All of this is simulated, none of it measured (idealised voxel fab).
Module name: voxel lift off (process module)
This is section cut - it's 230 nm across, gridded in 5 nm square cells.
A cross-section in this document is a grid of square cells, and it is written down as bands, the top band listed before the ones below it; a band is made up of one or more rows of cells. Top, bottom (nm), then materials left to right with widths (nm); lone material tagged "edge to edge" fills the whole band edge to edge; "blank" = empty space. All heights in this document are referenced to 0, defined as the level beneath which the wafer, as received, consists entirely of one material. The lowest band is not bounded below; it extends indefinitely downward and is written in the form "top 0, no bottom". The notation "30..40" denotes a width that varies across the rows of cells in the band, beginning at the first number in the top row, finishing at the second number in the bottom row, and changing by an identical amount from each row to the next. Basically "all unchanged" means that step didn't change any cell in the cross-section. "closed voids" lists enclosed empty spaces (at least 8 cells, no open path upward to the top), each as width x height at distance from the left edge, in nm. It should be noted that, on the line of a given step, the content following the step's settings is a remark produced by the simulator itself with respect to that step. Regarding "overlay nm": on a step with a mask, it is the distance the mask lay to the right of its planned place; a negative value places it to the left.

Here's what the planned process steps look like:
- 1: RECEIVE [material Si]
- 2: CONFORMAL_DEP [material SiO2] [thk nm 10]
- 3: PATTERN [tone open] [mask id LINES] [material resist] [width nm 20] [pitch nm 35] [thk nm 20] [overlay nm 0]
- 4: DIRECTIONAL_DEP [material Ru] [thk nm 5]
- 5: STRIP [etch materials resist]
- 6: CONFORMAL_DEP [material SiO2] [thk nm 5]

Wafer at receipt (post step 1), cross-section:
* top 0, no bottom  Si edge to edge
* closed voids: none

Module complete, cross-section. Starting point and plan per above. One mistake made in running the module:
* top 20, bottom 15  blank 50 nm  SiO2 25 nm  blank 10 nm  SiO2 25 nm  blank 10 nm  SiO2 25 nm  blank 10 nm  SiO2 25 nm  blank 50 nm
* top 15, bottom 10  SiO2 55 nm  Ru 15 nm  SiO2 20 nm  Ru 15 nm  SiO2 20 nm  Ru 15 nm  SiO2 20 nm  Ru 15 nm  SiO2 55 nm
* top 10, bottom 0  SiO2 edge to edge
* top 0, no bottom  Si edge to edge
* closed voids: none
Nonconformance to the process plan: step 3 was not run as planned; what actually ran was PATTERN [tone open] [mask id LINES] [material resist] [width nm 15] [pitch nm 35] [thk nm 20] [overlay nm 0]
